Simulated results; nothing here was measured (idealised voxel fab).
Process module heading - voxel self aligned contacts
The cross-section on display is named cut; it measures 180 nm wide, and its cells are 5 nm squares.
A cross-section is a grid of square cells, given in bands from the top down. A band is one or more rows of cells.
Look at the band entry: it leads with the top's height and the bottom's height in nm. Then it lists the materials left to right, with a width in nm for each. The word "full width" on a single material says that material fills the band edge to edge. The word "blank" is empty space.
Heads up on the height convention: 0 is the point under which the incoming wafer is all one material, and the lowest band has no bottom, it just keeps going down, like "from 0 down".
The notation "30..40" denotes a width that varies across the rows of cells in the band, beginning at the first number in the top row, finishing at the second number in the bottom row, and changing by an identical amount from each row to the next.
"all unchanged" -> step changed no cross-section cell.
So "Closed void listing" is basically the list of trapped voids: any empty space of 8 cells or more that can't reach the top through an opening. They're written width x height at distance, the distance being from the left edge, and it's all nm.
Text after the settings on a step's line: the simulator's own remark on that step.
overlay nm: right-of-plan distance of the mask on a masked step; negative values mean left-of-plan.

-- Listed below are the process steps as planned
step 1: RECEIVE [material Si]
step 2: CONFORMAL_DEP [material SiO2] [thk nm 5]
step 3: DIRECTIONAL_DEP [material polySi] [thk nm 20]
step 4: DIRECTIONAL_DEP [material SiN] [thk nm 15]
step 5: PATTERN [tone cover] [mask id GATE] [material resist] [width nm 30] [pitch nm 60] [thk nm 20] [overlay nm 0]
step 6: DIRECTIONAL_ETCH [etch materials SiN] [depth nm 15]
step 7: DIRECTIONAL_ETCH [etch materials polySi] [depth nm 20]
step 8: STRIP [etch materials resist]
step 9: CONFORMAL_DEP [material SiN] [thk nm 5]
step 10: DIRECTIONAL_ETCH [etch materials SiN] [depth nm 5]
step 11: FILL_DEP [material SiO2] [thk nm 15]
step 12: CMP [height nm 50]
step 13: PATTERN [tone open] [mask id CONTACT] [material resist] [width nm 40] [thk nm 15] [overlay nm 0]
step 14: DIRECTIONAL_ETCH [etch materials SiO2] [depth nm 50]
step 15: STRIP [etch materials resist]
step 16: CONFORMAL_DEP [material TiN] [thk nm 5]
step 17: FILL_DEP [material Ru] [thk nm 10]
step 18: CMP [height nm 50]
step 19: CONFORMAL_DEP [material SiN] [thk nm 5]

-- First of two wafers - as planned

-- Incoming wafer in cross-section (state: after step 1)
  from 0 down = Si full width
  Closed void listing: none

-- Wafer after step 2 (cross-section)
  from 5 to 0 = SiO2 full width
  Below 0, the layers are the same as they were.

-- Wafer after step 3 (cross-section)
  from 25 to 5 = polySi full width
  Below 5, the layers are the same as they were.

-- Wafer after step 4 (cross-section)
  from 40 to 25 = SiN full width
  Below 25, the layers are the same as they were.

-- Wafer after step 5 (cross-section)
  from 60 to 40 = blank 45  resist 30  blank 30  resist 30  blank 45
  Below 40, the layers are the same as they were.

-- Wafer after step 6 (cross-section)
  from 60 to 40 = blank 45  resist 30  blank 30  resist 30  blank 45
  from 40 to 25 = blank 45  SiN 30  blank 30  SiN 30  blank 45
  Below 25, the layers are the same as they were.

-- Wafer after step 7 (cross-section)
  from 60 to 40 = blank 45  resist 30  blank 30  resist 30  blank 45
  from 40 to 25 = blank 45  SiN 30  blank 30  SiN 30  blank 45
  from 25 to 5 = blank 45  polySi 30  blank 30  polySi 30  blank 45
  Below 5, the layers are the same as they were.

-- Wafer after step 8 (cross-section)
  from 40 to 25 = blank 45  SiN 30  blank 30  SiN 30  blank 45
  Below 25, the layers are the same as they were.

-- Wafer after step 9 (cross-section)
  from 45 to 25 = blank 40  SiN 40  blank 20  SiN 40  blank 40
  from 25 to 10 = blank 40  SiN 5  polySi 30  SiN 5  blank 20  SiN 5  polySi 30  SiN 5  blank 40
  from 10 to 5 = SiN 45  polySi 30  SiN 30  polySi 30  SiN 45
  Below 5, the layers are the same as they were.

-- Wafer after step 10 (cross-section)
  from 40 to 25 = blank 40  SiN 40  blank 20  SiN 40  blank 40
  from 25 to 5 = blank 40  SiN 5  polySi 30  SiN 5  blank 20  SiN 5  polySi 30  SiN 5  blank 40
  Below 5, the layers are the same as they were.

-- Wafer after step 11 (cross-section)
  from 55 to 40 = SiO2 full width
  from 40 to 25 = SiO2 40  SiN 40  SiO2 20  SiN 40  SiO2 40
  from 25 to 5 = SiO2 40  SiN 5  polySi 30  SiN 5  SiO2 20  SiN 5  polySi 30  SiN 5  SiO2 40
  Below 5, the layers are the same as they were.

-- Wafer after step 12 (cross-section)
  from 50 to 40 = SiO2 full width
  Below 40, the layers are the same as they were.

-- Wafer after step 13 (cross-section)
  from 65 to 50 = resist 70  blank 40  resist 70
  Below 50, the layers are the same as they were.

-- Wafer after step 14 (cross-section)
  from 65 to 50 = resist 70  blank 40  resist 70
  from 50 to 40 = SiO2 70  blank 40  SiO2 70
  from 40 to 25 = SiO2 40  SiN 40  blank 20  SiN 40  SiO2 40
  from 25 to 5 = SiO2 40  SiN 5  polySi 30  SiN 5  blank 20  SiN 5  polySi 30  SiN 5  SiO2 40
  from 5 to 0 = SiO2 80  blank 20  SiO2 80
  Below 0, the layers are the same as they were.

-- Wafer after step 15 (cross-section)
  from 50 to 40 = SiO2 70  blank 40  SiO2 70
  Below 40, the layers are the same as they were.

-- Wafer after step 16 (cross-section)
  from 55 to 50 = TiN 75  blank 30  TiN 75
  from 50 to 40 = SiO2 70  TiN 5..15  blank 30..10  TiN 5..15  SiO2 70
  from 40 to 25 = SiO2 40  SiN 40  TiN 5  blank 10  TiN 5  SiN 40  SiO2 40
  from 25 to 5 = SiO2 40  SiN 5  polySi 30  SiN 5  TiN 5  blank 10  TiN 5  SiN 5  polySi 30  SiN 5  SiO2 40
  from 5 to 0 = SiO2 80  TiN 20  SiO2 80
  Below 0, the layers are the same as they were.

-- Wafer after step 17 (cross-section)
  from 65 to 55 = Ru full width
  from 55 to 50 = TiN 75  Ru 30  TiN 75
  from 50 to 40 = SiO2 70  TiN 5..15  Ru 30..10  TiN 5..15  SiO2 70
  from 40 to 25 = SiO2 40  SiN 40  TiN 5  Ru 10  TiN 5  SiN 40  SiO2 40
  from 25 to 5 = SiO2 40  SiN 5  polySi 30  SiN 5  TiN 5  Ru 10  TiN 5  SiN 5  polySi 30  SiN 5  SiO2 40
  Below 5, the layers are the same as they were.

-- Wafer after step 18 (cross-section)
  from 50 to 40 = SiO2 70  TiN 5..15  Ru 30..10  TiN 5..15  SiO2 70
  Below 40, the layers are the same as they were.

-- Wafer after step 19 (cross-section)
  from 55 to 50 = SiN full width
  Below 50, the layers are the same as they were.

-- The second wafer: identical to the first at the outset and in its planned sequence, differing only in that one mistake was made during processing; up to and including step 12, its path is the first wafer's path

-- Cross-sectional view of the second wafer at the intended end time of process step 13
  from 65 to 50 = resist 80  blank 40  resist 60
  Below 50, the layers are the same as they were.

-- Cross-sectional view of the second wafer at the intended end time of process step 14
  from 65 to 50 = resist 80  blank 40  resist 60
  from 50 to 40 = SiO2 80  blank 40  SiO2 60
  from 40 to 25 = SiO2 40  SiN 40  blank 20  SiN 40  SiO2 40
  from 25 to 5 = SiO2 40  SiN 5  polySi 30  SiN 5  blank 20  SiN 5  polySi 30  SiN 5  SiO2 40
  from 5 to 0 = SiO2 80  blank 20  SiO2 80
  Below 0, the layers are the same as they were.

-- Cross-sectional view of the second wafer at the intended end time of process step 15
  from 50 to 40 = SiO2 80  blank 40  SiO2 60
  Below 40, the layers are the same as they were.

-- Cross-sectional view of the second wafer at the intended end time of process step 16
  from 55 to 50 = TiN 85  blank 30  TiN 65
  from 50 to 40 = SiO2 80  TiN 5  blank 30..10  TiN 5..25  SiO2 60
  from 40 to 25 = SiO2 40  SiN 40  TiN 5  blank 10  TiN 5  SiN 40  SiO2 40
  from 25 to 5 = SiO2 40  SiN 5  polySi 30  SiN 5  TiN 5  blank 10  TiN 5  SiN 5  polySi 30  SiN 5  SiO2 40
  from 5 to 0 = SiO2 80  TiN 20  SiO2 80
  Below 0, the layers are the same as they were.

-- Cross-sectional view of the second wafer at the intended end time of process step 17
  from 65 to 55 = Ru full width
  from 55 to 50 = TiN 85  Ru 30  TiN 65
  from 50 to 40 = SiO2 80  TiN 5  Ru 30..10  TiN 5..25  SiO2 60
  from 40 to 25 = SiO2 40  SiN 40  TiN 5  Ru 10  TiN 5  SiN 40  SiO2 40
  from 25 to 5 = SiO2 40  SiN 5  polySi 30  SiN 5  TiN 5  Ru 10  TiN 5  SiN 5  polySi 30  SiN 5  SiO2 40
  Below 5, the layers are the same as they were.

-- Cross-sectional view of the second wafer at the intended end time of process step 18
  from 50 to 40 = SiO2 80  TiN 5  Ru 30..10  TiN 5..25  SiO2 60
  Below 40, the layers are the same as they were.

-- Cross-sectional view of the second wafer at the intended end time of process step 19
  from 55 to 50 = SiN full width
  Below 50, the layers are the same as they were.
Deviation from plan: step 13 off recipe, ran as PATTERN [tone open] [mask id CONTACT] [material resist] [width nm 40] [thk nm 15] [overlay nm 10]
At the end, each material covers as many cells on the second wafer as it does on the first, though the cells it covers are elsewhere.
